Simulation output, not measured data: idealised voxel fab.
This is a process module. Its name is voxel released beams.
Shown is cross-section cut, with a width of 200 nm and square cells of size 5 nm.
How to read a cross-section here: the picture is a grid of square cells, written as bands going from the top down, and any band can span one or more rows of cells. Top height, bottom height, nm. Materials left to right, width each, nm. Single material + "throughout" = fills band edge to edge. "empty" = empty. A quick word on heights: they are counted from 0, and under that level the wafer as it came to us is one material throughout. The lowest band is different from the rest in having no bottom; it simply continues downward, written as in "0..down". Per-row width for "30..40": begins at first number (top row of band), ends at second number (bottom row), increment between rows held constant. Reading "changes: none" for a step: not a cell of the cross-section changed in it. Listed in "Fully sealed voids": every empty space of 8 or more cells without an open way to the top. Form: width x height at distance, the distance being from the left edge, all in nm. Post-settings text on a step line: simulator's own remark regarding the step. For masked steps, "overlay nm" on the step line gives how far right of plan the mask actually lay; a minus sign means it lay to the left. In what follows, pairs of cross-sections are presented, each taken before and after one process step, with the after cross-section shown only down to the lowest band that was altered; the step, together with its settings, is stated below the pair. The pairs may stem from different runs of this module on the same starting wafer; accordingly, a pair should be taken as continuing from the one above it solely where its entry headed "Geometry before processing" indicates as much.
-- Geometry before processing
* 0..down = Si throughout
* Fully sealed voids: none
-- Post-Step Cross-Section
* 5..0 = SiN throughout
* At heights below 0, the structure remains unaltered.
* Fully sealed voids: none
Step lying between the two cross-sections just above: CONFORMAL_DEP, material SiN, thk nm 5
Geometry before processing: as in the pair right above, post-step view.
-- Post-Step Cross-Section
* 25..5 = SiO2 throughout
* At heights below 5, the structure remains unaltered.
* Fully sealed voids: none
Step lying between the two cross-sections just above: DIRECTIONAL_DEP, material SiO2, thk nm 20
Geometry before processing: as in the pair right above, post-step view.
-- Post-Step Cross-Section
* 25..5 = 55 SiO2, 35 empty, 110 SiO2
* At heights below 5, the structure remains unaltered.
* Fully sealed voids: none
Step lying between the two cross-sections just above: MASKED_ETCH, tone open, mask id ANCHOR, width nm 35, etch materials SiO2, depth nm 20, overlay nm 0
Geometry before processing: as in the pair right above, post-step view.
-- Post-Step Cross-Section
* 40..25 = 70 TiN, 5 empty, 125 TiN
* 25..20 = 55 SiO2, 15 TiN, 5 empty, 15 TiN, 110 SiO2
* 20..5 = 55 SiO2, 35 TiN, 110 SiO2
* At heights below 5, the structure remains unaltered.
* Fully sealed voids: none
Step lying between the two cross-sections just above: CONFORMAL_DEP, material TiN, thk nm 15
Geometry before processing: as in the pair right above, post-step view.
-- Post-Step Cross-Section
* 55..40 = 70 aC, 5 empty, 125 aC
* 40..35 = 70 TiN, 5 empty, 125 TiN
* 35..25 = 70 TiN, 5 aC, 125 TiN
* 25..20 = 55 SiO2, 15 TiN, 5 aC, 15 TiN, 110 SiO2
* At heights below 20, the structure remains unaltered.
* Fully sealed voids: none
Step lying between the two cross-sections just above: DIRECTIONAL_DEP, material aC, thk nm 15
Geometry before processing: as in the pair right above, post-step view.
-- Post-Step Cross-Section
* 85..55 = 50 empty, 90 resist, 60 empty
* 55..40 = 70 aC, 5 resist, 125 aC
* 40..35 = 70 TiN, 5 resist, 125 TiN
* At heights below 35, the structure remains unaltered.
* Fully sealed voids: none
Step lying between the two cross-sections just above: PATTERN, tone cover, mask id BEAM, material resist, width nm 90, thk nm 30, overlay nm 0
Geometry before processing: as in the pair right above, post-step view.
-- Post-Step Cross-Section
* 70..55 = 50 empty, 90 resist, 60 empty
* 55..40 = 50 empty, 20 aC, 5 resist, 65 aC, 60 empty
* At heights below 40, the structure remains unaltered.
* Fully sealed voids: none
Step lying between the two cross-sections just above: DIRECTIONAL_ETCH, etch materials aC, depth nm 15
Geometry before processing: as in the pair right above, post-step view.
-- Post-Step Cross-Section
* 55..40 = 50 empty, 20 aC, 5 empty, 65 aC, 60 empty
* 40..35 = 70 TiN, 5 empty, 125 TiN
* At heights below 35, the structure remains unaltered.
* Fully sealed voids: none
Step lying between the two cross-sections just above: STRIP, etch materials resist
Geometry before processing: as in the pair right above, post-step view.
-- Post-Step Cross-Section
* 55..40 = 50 empty, 20 aC, 5 empty, 65 aC, 60 empty
* 40..35 = 50 empty, 20 TiN, 5 empty, 65 TiN, 60 empty
* 35..25 = 50 empty, 20 TiN, 5 aC, 65 TiN, 60 empty
* At heights below 25, the structure remains unaltered.
* Fully sealed voids: none
Step lying between the two cross-sections just above: DIRECTIONAL_ETCH, etch materials TiN, depth nm 15
Geometry before processing: as in the pair right above, post-step view.
-- Post-Step Cross-Section
* 40..25 = 50 empty, 20 TiN, 5 empty, 65 TiN, 60 empty
* 25..20 = 55 SiO2, 15 TiN, 5 empty, 15 TiN, 110 SiO2
* At heights below 20, the structure remains unaltered.
* Fully sealed voids: none
Step lying between the two cross-sections just above: STRIP, etch materials aC
Geometry before processing: as in the pair right above, post-step view.
-- Post-Step Cross-Section
* 40..25 = 50 empty, 20 TiN, 5 empty, 65 TiN, 60 empty
* 25..20 = 55 empty, 15 TiN, 5 empty, 15 TiN, 110 empty
* 20..5 = 55 empty, 35 TiN, 110 empty
* At heights below 5, the structure remains unaltered.
* Fully sealed voids: none
Step lying between the two cross-sections just above: STRIP, etch materials SiO2
-- Geometry before processing
* 0..down = Si throughout
* Fully sealed voids: none
-- Post-Step Cross-Section
* 20..0 = SiO2 throughout
* At heights below 0, the structure remains unaltered.
* Fully sealed voids: none
Step lying between the two cross-sections just above: DIRECTIONAL_DEP, material SiO2, thk nm 20
Geometry before processing: as in the pair right above, post-step view.
-- Post-Step Cross-Section
* 20..0 = 55 SiO2, 35 empty, 110 SiO2
* At heights below 0, the structure remains unaltered.
* Fully sealed voids: none
Step lying between the two cross-sections just above: MASKED_ETCH, tone open, mask id ANCHOR, width nm 35, etch materials SiO2, depth nm 20, overlay nm 0
Geometry before processing: as in the pair right above, post-step view.
-- Post-Step Cross-Section
* 35..20 = 70 TiN, 5 empty, 125 TiN
* 20..15 = 55 SiO2, 15 TiN, 5 empty, 15 TiN, 110 SiO2
* 15..0 = 55 SiO2, 35 TiN, 110 SiO2
* At heights below 0, the structure remains unaltered.
* Fully sealed voids: none
Step lying between the two cross-sections just above: CONFORMAL_DEP, material TiN, thk nm 15
Geometry before processing: as in the pair right above, post-step view.
-- Post-Step Cross-Section
* 50..35 = 70 aC, 5 empty, 125 aC
* 35..30 = 70 TiN, 5 empty, 125 TiN
* 30..20 = 70 TiN, 5 aC, 125 TiN
* 20..15 = 55 SiO2, 15 TiN, 5 aC, 15 TiN, 110 SiO2
* At heights below 15, the structure remains unaltered.
* Fully sealed voids: none
Step lying between the two cross-sections just above: DIRECTIONAL_DEP, material aC, thk nm 15
Geometry before processing: as in the pair right above, post-step view.
-- Post-Step Cross-Section
* 80..50 = 50 empty, 90 resist, 60 empty
* 50..35 = 70 aC, 5 resist, 125 aC
* 35..30 = 70 TiN, 5 resist, 125 TiN
* At heights below 30, the structure remains unaltered.
* Fully sealed voids: none
Step lying between the two cross-sections just above: PATTERN, tone cover, mask id BEAM, material resist, width nm 90, thk nm 30, overlay nm 0
Geometry before processing: as in the pair right above, post-step view.
-- Post-Step Cross-Section
* 65..50 = 50 empty, 90 resist, 60 empty
* 50..35 = 50 empty, 20 aC, 5 resist, 65 aC, 60 empty
* At heights below 35, the structure remains unaltered.
* Fully sealed voids: none
Step lying between the two cross-sections just above: DIRECTIONAL_ETCH, etch materials aC, depth nm 15
Geometry before processing: as in the pair right above, post-step view.
-- Post-Step Cross-Section
* 50..35 = 50 empty, 20 aC, 5 empty, 65 aC, 60 empty
* 35..30 = 70 TiN, 5 empty, 125 TiN
* At heights below 30, the structure remains unaltered.
* Fully sealed voids: none
Step lying between the two cross-sections just above: STRIP, etch materials resist
Geometry before processing: as in the pair right above, post-step view.
-- Post-Step Cross-Section
* 50..35 = 50 empty, 20 aC, 5 empty, 65 aC, 60 empty
* 35..30 = 50 empty, 20 TiN, 5 empty, 65 TiN, 60 empty
* 30..20 = 50 empty, 20 TiN, 5 aC, 65 TiN, 60 empty
* At heights below 20, the structure remains unaltered.
* Fully sealed voids: none
Step lying between the two cross-sections just above: DIRECTIONAL_ETCH, etch materials TiN, depth nm 15
Geometry before processing: as in the pair right above, post-step view.
-- Post-Step Cross-Section
* 35..20 = 50 empty, 20 TiN, 5 empty, 65 TiN, 60 empty
* 20..15 = 55 SiO2, 15 TiN, 5 empty, 15 TiN, 110 SiO2
* At heights below 15, the structure remains unaltered.
* Fully sealed voids: none
Step lying between the two cross-sections just above: STRIP, etch materials aC
Geometry before processing: as in the pair right above, post-step view.
-- Post-Step Cross-Section
* 35..20 = 50 empty, 20 TiN, 5 empty, 65 TiN, 60 empty
* 20..15 = 55 empty, 15 TiN, 5 empty, 15 TiN, 110 empty
* 15..0 = 55 empty, 35 TiN, 110 empty
* At heights below 0, the structure remains unaltered.
* Fully sealed voids: none
Step lying between the two cross-sections just above: STRIP, etch materials SiO2
-- Geometry before processing
* 40..25 = 70 TiN, 5 empty, 125 TiN
* 25..20 = 55 SiO2, 15 TiN, 5 empty, 15 TiN, 110 SiO2
* 20..5 = 55 SiO2, 35 TiN, 110 SiO2
* 5..0 = SiN throughout
* 0..down = Si throughout
* Fully sealed voids: none
-- Post-Step Cross-Section
* 55..25 = TiN throughout
* 25..5 = 55 SiO2, 35 TiN, 110 SiO2
* At heights below 5, the structure remains unaltered.
* Fully sealed voids: none
Step lying between the two cross-sections just above: CONFORMAL_DEP, material TiN, thk nm 15
Geometry before processing: as in the pair right above, post-step view.
-- Post-Step Cross-Section
* 70..55 = aC throughout
* At heights below 55, the structure remains unaltered.
* Fully sealed voids: none
Step lying between the two cross-sections just above: DIRECTIONAL_DEP, material aC, thk nm 15
Geometry before processing: as in the pair right above, post-step view.
-- Post-Step Cross-Section
* 100..70 = 50 empty, 90 resist, 60 empty
* At heights below 70, the structure remains unaltered.
* Fully sealed voids: none
Step lying between the two cross-sections just above: PATTERN, tone cover, mask id BEAM, material resist, width nm 90, thk nm 30, overlay nm 0
Geometry before processing: as in the pair right above, post-step view.
-- Post-Step Cross-Section
* 85..70 = 50 empty, 90 resist, 60 empty
* 70..55 = 50 empty, 90 aC, 60 empty
* At heights below 55, the structure remains unaltered.
* Fully sealed voids: none
Step lying between the two cross-sections just above: DIRECTIONAL_ETCH, etch materials aC, depth nm 15
Geometry before processing: as in the pair right above, post-step view.
-- Post-Step Cross-Section
* 70..55 = 50 empty, 90 aC, 60 empty
* At heights below 55, the structure remains unaltered.
* Fully sealed voids: none
Step lying between the two cross-sections just above: STRIP, etch materials resist
Geometry before processing: as in the pair right above, post-step view.
-- Post-Step Cross-Section
* 70..55 = 50 empty, 90 aC, 60 empty
* 55..40 = 50 empty, 90 TiN, 60 empty
* At heights below 40, the structure remains unaltered.
* Fully sealed voids: none
Step lying between the two cross-sections just above: DIRECTIONAL_ETCH, etch materials TiN, depth nm 15
Geometry before processing: as in the pair right above, post-step view.
-- Post-Step Cross-Section
* 55..40 = 50 empty, 90 TiN, 60 empty
* At heights below 40, the structure remains unaltered.
* Fully sealed voids: none
Step lying between the two cross-sections just above: STRIP, etch materials aC
-- Geometry before processing
* 20..0 = SiO2 throughout
* 0..down = Si throughout
* Fully sealed voids: none
-- Post-Step Cross-Section
* 25..20 = SiN throughout
* At heights below 20, the structure remains unaltered.
* Fully sealed voids: none
Step lying between the two cross-sections just above: CONFORMAL_DEP, material SiN, thk nm 5
Geometry before processing: as in the pair right above, post-step view.
-- Post-Step Cross-Section
* 40..25 = TiN throughout
* At heights below 25, the structure remains unaltered.
* Fully sealed voids: none
Step lying between the two cross-sections just above: CONFORMAL_DEP, material TiN, thk nm 15
Geometry before processing: as in the pair right above, post-step view.
-- Post-Step Cross-Section
* 55..40 = aC throughout
* At heights below 40, the structure remains unaltered.
* Fully sealed voids: none
Step lying between the two cross-sections just above: DIRECTIONAL_DEP, material aC, thk nm 15
Geometry before processing: as in the pair right above, post-step view.
-- Post-Step Cross-Section
* 85..55 = 50 empty, 90 resist, 60 empty
* At heights below 55, the structure remains unaltered.
* Fully sealed voids: none
Step lying between the two cross-sections just above: PATTERN, tone cover, mask id BEAM, material resist, width nm 90, thk nm 30, overlay nm 0
Geometry before processing: as in the pair right above, post-step view.
-- Post-Step Cross-Section
* 70..55 = 50 empty, 90 resist, 60 empty
* 55..40 = 50 empty, 90 aC, 60 empty
* At heights below 40, the structure remains unaltered.
* Fully sealed voids: none
Step lying between the two cross-sections just above: DIRECTIONAL_ETCH, etch materials aC, depth nm 15
Geometry before processing: as in the pair right above, post-step view.
-- Post-Step Cross-Section
* 55..40 = 50 empty, 90 aC, 60 empty
* At heights below 40, the structure remains unaltered.
* Fully sealed voids: none
Step lying between the two cross-sections just above: STRIP, etch materials resist
Geometry before processing: as in the pair right above, post-step view.
-- Post-Step Cross-Section
* 55..40 = 50 empty, 90 aC, 60 empty
* 40..25 = 50 empty, 90 TiN, 60 empty
* At heights below 25, the structure remains unaltered.
* Fully sealed voids: none
Step lying between the two cross-sections just above: DIRECTIONAL_ETCH, etch materials TiN, depth nm 15
Geometry before processing: as in the pair right above, post-step view.
-- Post-Step Cross-Section
* 40..25 = 50 empty, 90 TiN, 60 empty
* At heights below 25, the structure remains unaltered.
* Fully sealed voids: none
Step lying between the two cross-sections just above: STRIP, etch materials aC
-- Geometry before processing
* 25..5 = 55 SiO2, 35 empty, 110 SiO2
* 5..0 = SiN throughout
* 0..down = Si throughout
* Fully sealed voids: none
-- Post-Step Cross-Section
* 30..25 = 60 TiN, 25 empty, 115 TiN
* 25..10 = 55 SiO2, 5 TiN, 25 empty, 5 TiN, 110 SiO2
* 10..5 = 55 SiO2, 35 TiN, 110 SiO2
* At heights below 5, the structure remains unaltered.
* Fully sealed voids: none
Step lying between the two cross-sections just above: CONFORMAL_DEP, material TiN, thk nm 5
Geometry before processing: as in the pair right above, post-step view.
-- Post-Step Cross-Section
* 45..30 = 60 aC, 25 empty, 115 aC
* 30..25 = 60 TiN, 25 empty, 115 TiN
* 25..10 = 55 SiO2, 5 TiN, 25 aC, 5 TiN, 110 SiO2
* At heights below 10, the structure remains unaltered.
* Fully sealed voids: none
Step lying between the two cross-sections just above: DIRECTIONAL_DEP, material aC, thk nm 15
Geometry before processing: as in the pair right above, post-step view.
-- Post-Step Cross-Section
* 75..45 = 50 empty, 90 resist, 60 empty
* 45..30 = 60 aC, 25 resist, 115 aC
* 30..25 = 60 TiN, 25 resist, 115 TiN
* At heights below 25, the structure remains unaltered.
* Fully sealed voids: none
Step lying between the two cross-sections just above: PATTERN, tone cover, mask id BEAM, material resist, width nm 90, thk nm 30, overlay nm 0
Geometry before processing: as in the pair right above, post-step view.
-- Post-Step Cross-Section
* 60..45 = 50 empty, 90 resist, 60 empty
* 45..30 = 50 empty, 10 aC, 25 resist, 55 aC, 60 empty
* At heights below 30, the structure remains unaltered.
* Fully sealed voids: none
Step lying between the two cross-sections just above: DIRECTIONAL_ETCH, etch materials aC, depth nm 15
Geometry before processing: as in the pair right above, post-step view.
-- Post-Step Cross-Section
* 45..30 = 50 empty, 10 aC, 25 empty, 55 aC, 60 empty
* 30..25 = 60 TiN, 25 empty, 115 TiN
* At heights below 25, the structure remains unaltered.
* Fully sealed voids: none
Step lying between the two cross-sections just above: STRIP, etch materials resist
Geometry before processing: as in the pair right above, post-step view.
-- Post-Step Cross-Section
* 45..30 = 50 empty, 10 aC, 25 empty, 55 aC, 60 empty
* 30..25 = 50 empty, 10 TiN, 25 empty, 55 TiN, 60 empty
* At heights below 25, the structure remains unaltered.
* Fully sealed voids: none
Step lying between the two cross-sections just above: DIRECTIONAL_ETCH, etch materials TiN, depth nm 15
Geometry before processing: as in the pair right above, post-step view.
-- Post-Step Cross-Section
* 30..25 = 50 empty, 10 TiN, 25 empty, 55 TiN, 60 empty
* 25..10 = 55 SiO2, 5 TiN, 25 empty, 5 TiN, 110 SiO2
* At heights below 10, the structure remains unaltered.
* Fully sealed voids: none
Step lying between the two cross-sections just above: STRIP, etch materials aC
Geometry before processing: as in the pair right above, post-step view.
-- Post-Step Cross-Section
* 30..25 = 50 empty, 10 TiN, 25 empty, 55 TiN, 60 empty
* 25..10 = 55 empty, 5 TiN, 25 empty, 5 TiN, 110 empty
* 10..5 = 55 empty, 35 TiN, 110 empty
* At heights below 5, the structure remains unaltered.
* Fully sealed voids: none
Step lying between the two cross-sections just above: STRIP, etch materials SiO2
-- Geometry before processing
* 55..40 = 70 aC, 5 empty, 125 aC
* 40..35 = 70 TiN, 5 empty, 125 TiN
* 35..25 = 70 TiN, 5 aC, 125 TiN
* 25..20 = 55 SiO2, 15 TiN, 5 aC, 15 TiN, 110 SiO2
* 20..5 = 55 SiO2, 35 TiN, 110 SiO2
* 5..0 = SiN throughout
* 0..down = Si throughout
* Fully sealed voids: none
-- Post-Step Cross-Section
* 85..55 = 55 empty, 85 resist, 60 empty
* 55..40 = 70 aC, 5 resist, 125 aC
* 40..35 = 70 TiN, 5 resist, 125 TiN
* At heights below 35, the structure remains unaltered.
* Fully sealed voids: none
Step lying between the two cross-sections just above: PATTERN, tone cover, mask id BEAM, material resist, width nm 85, thk nm 30, overlay nm 0
Geometry before processing: as in the pair right above, post-step view.
-- Post-Step Cross-Section
* 70..55 = 55 empty, 85 resist, 60 empty
* 55..40 = 55 empty, 15 aC, 5 resist, 65 aC, 60 empty
* At heights below 40, the structure remains unaltered.
* Fully sealed voids: none
Step lying between the two cross-sections just above: DIRECTIONAL_ETCH, etch materials aC, depth nm 15
Geometry before processing: as in the pair right above, post-step view.
-- Post-Step Cross-Section
* 55..40 = 55 empty, 15 aC, 5 empty, 65 aC, 60 empty
* 40..35 = 70 TiN, 5 empty, 125 TiN
* At heights below 35, the structure remains unaltered.
* Fully sealed voids: none
Step lying between the two cross-sections just above: STRIP, etch materials resist
Geometry before processing: as in the pair right above, post-step view.
-- Post-Step Cross-Section
* 55..40 = 55 empty, 15 aC, 5 empty, 65 aC, 60 empty
* 40..35 = 55 empty, 15 TiN, 5 empty, 65 TiN, 60 empty
* 35..25 = 55 empty, 15 TiN, 5 aC, 65 TiN, 60 empty
* At heights below 25, the structure remains unaltered.
* Fully sealed voids: none
Step lying between the two cross-sections just above: DIRECTIONAL_ETCH, etch materials TiN, depth nm 15
Geometry before processing: as in the pair right above, post-step view.
-- Post-Step Cross-Section
* 40..25 = 55 empty, 15 TiN, 5 empty, 65 TiN, 60 empty
* 25..20 = 55 SiO2, 15 TiN, 5 empty, 15 TiN, 110 SiO2
* At heights below 20, the structure remains unaltered.
* Fully sealed voids: none
Step lying between the two cross-sections just above: STRIP, etch materials aC
Geometry before processing: as in the pair right above, post-step view.
-- Post-Step Cross-Section
* 40..25 = 55 empty, 15 TiN, 5 empty, 65 TiN, 60 empty
* 25..20 = 55 empty, 15 TiN, 5 empty, 15 TiN, 110 empty
* 20..5 = 55 empty, 35 TiN, 110 empty
* At heights below 5, the structure remains unaltered.
* Fully sealed voids: none
Step lying between the two cross-sections just above: STRIP, etch materials SiO2
-- Geometry before processing
* 55..40 = 70 aC, 5 empty, 125 aC
* 40..35 = 70 TiN, 5 empty, 125 TiN
* 35..25 = 70 TiN, 5 aC, 125 TiN
* 25..20 = 55 SiO2, 15 TiN, 5 aC, 15 TiN, 110 SiO2
* 20..5 = 55 SiO2, 35 TiN, 110 SiO2
* 5..0 = SiN throughout
* 0..down = Si throughout
* Fully sealed voids: none
-- Post-Step Cross-Section
* 85..55 = 40 empty, 90 resist, 70 empty
* 55..40 = 70 aC, 5 resist, 125 aC
* 40..35 = 70 TiN, 5 resist, 125 TiN
* At heights below 35, the structure remains unaltered.
* Fully sealed voids: none
Step lying between the two cross-sections just above: PATTERN, tone cover, mask id BEAM, material resist, width nm 90, thk nm 30, overlay nm -10
Geometry before processing: as in the pair right above, post-step view.
-- Post-Step Cross-Section
* 70..55 = 40 empty, 90 resist, 70 empty
* 55..40 = 40 empty, 30 aC, 5 resist, 55 aC, 70 empty
* At heights below 40, the structure remains unaltered.
* Fully sealed voids: none
Step lying between the two cross-sections just above: DIRECTIONAL_ETCH, etch materials aC, depth nm 15
Geometry before processing: as in the pair right above, post-step view.
-- Post-Step Cross-Section
* 55..40 = 40 empty, 30 aC, 5 empty, 55 aC, 70 empty
* 40..35 = 70 TiN, 5 empty, 125 TiN
* At heights below 35, the structure remains unaltered.
* Fully sealed voids: none
Step lying between the two cross-sections just above: STRIP, etch materials resist
Geometry before processing: as in the pair right above, post-step view.
-- Post-Step Cross-Section
* 55..40 = 40 empty, 30 aC, 5 empty, 55 aC, 70 empty
* 40..35 = 40 empty, 30 TiN, 5 empty, 55 TiN, 70 empty
* 35..25 = 40 empty, 30 TiN, 5 aC, 55 TiN, 70 empty
* At heights below 25, the structure remains unaltered.
* Fully sealed voids: none
Step lying between the two cross-sections just above: DIRECTIONAL_ETCH, etch materials TiN, depth nm 15
Geometry before processing: as in the pair right above, post-step view.
-- Post-Step Cross-Section
* 40..25 = 40 empty, 30 TiN, 5 empty, 55 TiN, 70 empty
* 25..20 = 55 SiO2, 15 TiN, 5 empty, 15 TiN, 110 SiO2
* At heights below 20, the structure remains unaltered.
* Fully sealed voids: none
Step lying between the two cross-sections just above: STRIP, etch materials aC
Geometry before processing: as in the pair right above, post-step view.
-- Post-Step Cross-Section
* 40..25 = 40 empty, 30 TiN, 5 empty, 55 TiN, 70 empty
* 25..20 = 55 empty, 15 TiN, 5 empty, 15 TiN, 110 empty
* 20..5 = 55 empty, 35 TiN, 110 empty
* At heights below 5, the structure remains unaltered.
* Fully sealed voids: none
Step lying between the two cross-sections just above: STRIP, etch materials SiO2
-- Geometry before processing
* 40..25 = 50 empty, 20 TiN, 5 empty, 65 TiN, 60 empty
* 25..20 = 55 SiO2, 15 TiN, 5 empty, 15 TiN, 110 SiO2
* 20..5 = 55 SiO2, 35 TiN, 110 SiO2
* 5..0 = SiN throughout
* 0..down = Si throughout
* Fully sealed voids: none
-- Post-Step Cross-Section
* 25..5 = 55 SiO2, 35 empty, 110 SiO2
* At heights below 5, the structure remains unaltered.
* Fully sealed voids: none
Step lying between the two cross-sections just above: STRIP, etch materials TiN
-- Geometry before processing
* 25..5 = SiO2 throughout
* 5..0 = SiN throughout
* 0..down = Si throughout
* Fully sealed voids: none
-- Post-Step Cross-Section
* 25..5 = 55 empty, 35 SiO2, 110 empty
* At heights below 5, the structure remains unaltered.
* Fully sealed voids: none
Step lying between the two cross-sections just above: MASKED_ETCH, tone cover, mask id ANCHOR, width nm 35, etch materials SiO2, depth nm 20, overlay nm 0
Geometry before processing: as in the pair right above, post-step view.
-- Post-Step Cross-Section
* 40..25 = 40 empty, 65 TiN, 95 empty
* 25..20 = 40 empty, 15 TiN, 35 SiO2, 15 TiN, 95 empty
* 20..5 = 55 TiN, 35 SiO2, 110 TiN
* At heights below 5, the structure remains unaltered.
* Fully sealed voids: none
Step lying between the two cross-sections just above: CONFORMAL_DEP, material TiN, thk nm 15
Geometry before processing: as in the pair right above, post-step view.
-- Post-Step Cross-Section
* 55..40 = 40 empty, 65 aC, 95 empty
* 40..35 = 40 empty, 65 TiN, 95 empty
* 35..25 = 40 aC, 65 TiN, 95 aC
* 25..20 = 40 aC, 15 TiN, 35 SiO2, 15 TiN, 95 aC
* At heights below 20, the structure remains unaltered.
* Fully sealed voids: none
Step lying between the two cross-sections just above: DIRECTIONAL_DEP, material aC, thk nm 15
Geometry before processing: as in the pair right above, post-step view.
-- Post-Step Cross-Section
* 85..55 = 50 empty, 90 resist, 60 empty
* 55..40 = 40 empty, 65 aC, 35 resist, 60 empty
* 40..35 = 40 empty, 65 TiN, 35 resist, 60 empty
* At heights below 35, the structure remains unaltered.
* Fully sealed voids: none
Step lying between the two cross-sections just above: PATTERN, tone cover, mask id BEAM, material resist, width nm 90, thk nm 30, overlay nm 0
Geometry before processing: as in the pair right above, post-step view.
-- Post-Step Cross-Section
* 70..55 = 50 empty, 90 resist, 60 empty
* 55..40 = 50 empty, 55 aC, 35 resist, 60 empty
* 40..35 = 40 empty, 65 TiN, 35 resist, 60 empty
* 35..25 = 40 empty, 65 TiN, 35 aC, 60 empty
* 25..20 = 40 empty, 15 TiN, 35 SiO2, 15 TiN, 35 aC, 60 empty
* At heights below 20, the structure remains unaltered.
* Fully sealed voids: none
Step lying between the two cross-sections just above: DIRECTIONAL_ETCH, etch materials aC, depth nm 15
Geometry before processing: as in the pair right above, post-step view.
-- Post-Step Cross-Section
* 55..40 = 50 empty, 55 aC, 95 empty
* 40..35 = 40 empty, 65 TiN, 95 empty
* At heights below 35, the structure remains unaltered.
* Fully sealed voids: none
Step lying between the two cross-sections just above: STRIP, etch materials resist
Geometry before processing: as in the pair right above, post-step view.
-- Post-Step Cross-Section
* 55..40 = 50 empty, 55 aC, 95 empty
* 40..35 = 50 empty, 55 TiN, 95 empty
* 35..25 = 50 empty, 55 TiN, 35 aC, 60 empty
* 25..20 = 40 empty, 15 TiN, 35 SiO2, 15 TiN, 35 aC, 60 empty
* 20..5 = 40 empty, 15 TiN, 35 SiO2, 50 TiN, 60 empty
* At heights below 5, the structure remains unaltered.
* Fully sealed voids: none
Step lying between the two cross-sections just above: DIRECTIONAL_ETCH, etch materials TiN, depth nm 15
Geometry before processing: as in the pair right above, post-step view.
-- Post-Step Cross-Section
* 40..25 = 50 empty, 55 TiN, 95 empty
* 25..20 = 40 empty, 15 TiN, 35 SiO2, 15 TiN, 95 empty
* At heights below 20, the structure remains unaltered.
* Fully sealed voids: none
Step lying between the two cross-sections just above: STRIP, etch materials aC
